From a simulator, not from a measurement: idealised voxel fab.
Proc. module: voxel capacitor over wiring
Square cells of 5 nm make up the cross-section cut, whose width is 180 nm.
Cross-section layout: square cells on a grid; listed as bands, top to bottom; a band spans one or more cell rows.
It is stipulated that each band's entry specify, in nanometres, the height of the top of the band and then that of its bottom, followed by the materials of the band in left-to-right sequence, each together with its width in nanometres. A single material marked by the word "all across" is understood to fill the band from edge to edge; the word "blank" is understood to denote empty space.
Heights are measured from 0, the level below which the as-received wafer is all one material; the lowest band has no bottom and continues downward, written as in "0 -> down".
Width: "30->40" (first number = top row, second number = bottom row, same change from row to row of cells).
Given "all unchanged" for a step, no cell of the cross-section differs between before and after that step.
Empty spaces without an open route to the top, at least 8 cells in extent, make up the entry "Enclosed internal voids"; each is given as width x height at distance, where the distance is measured from the left edge, and all are in nm.
On a step's line, text after the settings is the simulator commenting on that step.
What "overlay nm" on a step's line means: if the step has a mask, that mask lay this far to the right of its planned place, or, when the value is negative, to the left.
### Below is the list of planned process steps
1 RECEIVE, material Si
2 CONFORMAL_DEP, material SiO2, thk nm 10
3 CONFORMAL_DEP, material SiCN, thk nm 5
4 DIRECTIONAL_DEP, material lowk, thk nm 20
5 MASKED_ETCH, tone open, mask id METAL_1, width nm 25, pitch nm 95, etch materials lowk, depth nm 20, overlay nm 0
6 MASKED_ETCH, tone open, mask id METAL_1, width nm 25, pitch nm 95, etch materials SiCN, depth nm 5, overlay nm 0
7 CONFORMAL_DEP, material TiN, thk nm 5
8 FILL_DEP, material Cu, thk nm 5
9 CMP, height nm 35
10 CONFORMAL_DEP, material SiCN, thk nm 5
11 DIRECTIONAL_DEP, material SiO2, thk nm 20
12 MASKED_ETCH, tone open, mask id PLUG_1, width nm 15, etch materials SiO2, depth nm 20, overlay nm 0
13 MASKED_ETCH, tone open, mask id PLUG_1, width nm 15, etch materials SiCN, depth nm 5, overlay nm 0
14 CONFORMAL_DEP, material TiN, thk nm 5
15 FILL_DEP, material W, thk nm 10
16 CMP, height nm 60
17 DIRECTIONAL_DEP, material TiN, thk nm 10
18 DIRECTIONAL_DEP, material SiN, thk nm 5
19 DIRECTIONAL_DEP, material TiN, thk nm 5
20 DIRECTIONAL_DEP, material aC, thk nm 15
21 PATTERN, tone cover, mask id UPPER_PLATE, material resist, width nm 75, thk nm 30, overlay nm 0
22 DIRECTIONAL_ETCH, etch materials aC, depth nm 15
23 STRIP, etch materials resist
24 DIRECTIONAL_ETCH, etch materials TiN, depth nm 5
25 DIRECTIONAL_ETCH, etch materials SiN, depth nm 5
26 STRIP, etch materials aC
27 PATTERN, tone cover, mask id LOWER_PLATE, material resist, width nm 85, thk nm 15, overlay nm -15
28 DIRECTIONAL_ETCH, etch materials TiN, depth nm 10
29 STRIP, etch materials resist
30 FILL_DEP, material SiO2, thk nm 15
31 CMP, height nm 90
32 DIRECTIONAL_DEP, material aC, thk nm 15
33 PATTERN, tone open, mask id PLUG_2, material resist, width nm 15, thk nm 35, overlay nm 0
34 DIRECTIONAL_ETCH, etch materials aC, depth nm 15
35 STRIP, etch materials resist
36 DIRECTIONAL_ETCH, etch materials SiO2, depth nm 10
37 STRIP, etch materials aC
38 CONFORMAL_DEP, material TiN, thk nm 5
39 FILL_DEP, material W, thk nm 10
40 CMP, height nm 90
41 CONFORMAL_DEP, material SiCN, thk nm 5
What sets these wafers apart? The overlay nm at step 27. They all start alike, and the plan carries the first wafer's value.
### Cross-section of the first of several wafers on receipt, reflecting completion of step 1
* 0 -> down = Si all across
* Enclosed internal voids: none
### Rows = wafers. At module end, each row lists per material the cells gained (+) or lost (-) since the wafer was received, then the closed voids
overlay nm -15; +24 Cu; +95 SiCN; +15 SiN; +348 SiO2; +93 TiN; +5 W; +104 lowk; Enclosed internal voids: none
overlay nm -10; +24 Cu; +95 SiCN; +15 SiN; +349 SiO2; +92 TiN; +5 W; +104 lowk; Enclosed internal voids: none
overlay nm -5; +24 Cu; +95 SiCN; +15 SiN; +350 SiO2; +91 TiN; +5 W; +104 lowk; Enclosed internal voids: none
overlay nm 0; +24 Cu; +95 SiCN; +15 SiN; +350 SiO2; +91 TiN; +5 W; +104 lowk; Enclosed internal voids: none
overlay nm 5; +24 Cu; +95 SiCN; +15 SiN; +350 SiO2; +91 TiN; +5 W; +104 lowk; Enclosed internal voids: none
overlay nm 10; +24 Cu; +95 SiCN; +15 SiN; +349 SiO2; +92 TiN; +5 W; +104 lowk; Enclosed internal voids: none
overlay nm 15; +24 Cu; +95 SiCN; +15 SiN; +348 SiO2; +93 TiN; +5 W; +104 lowk; Enclosed internal voids: none
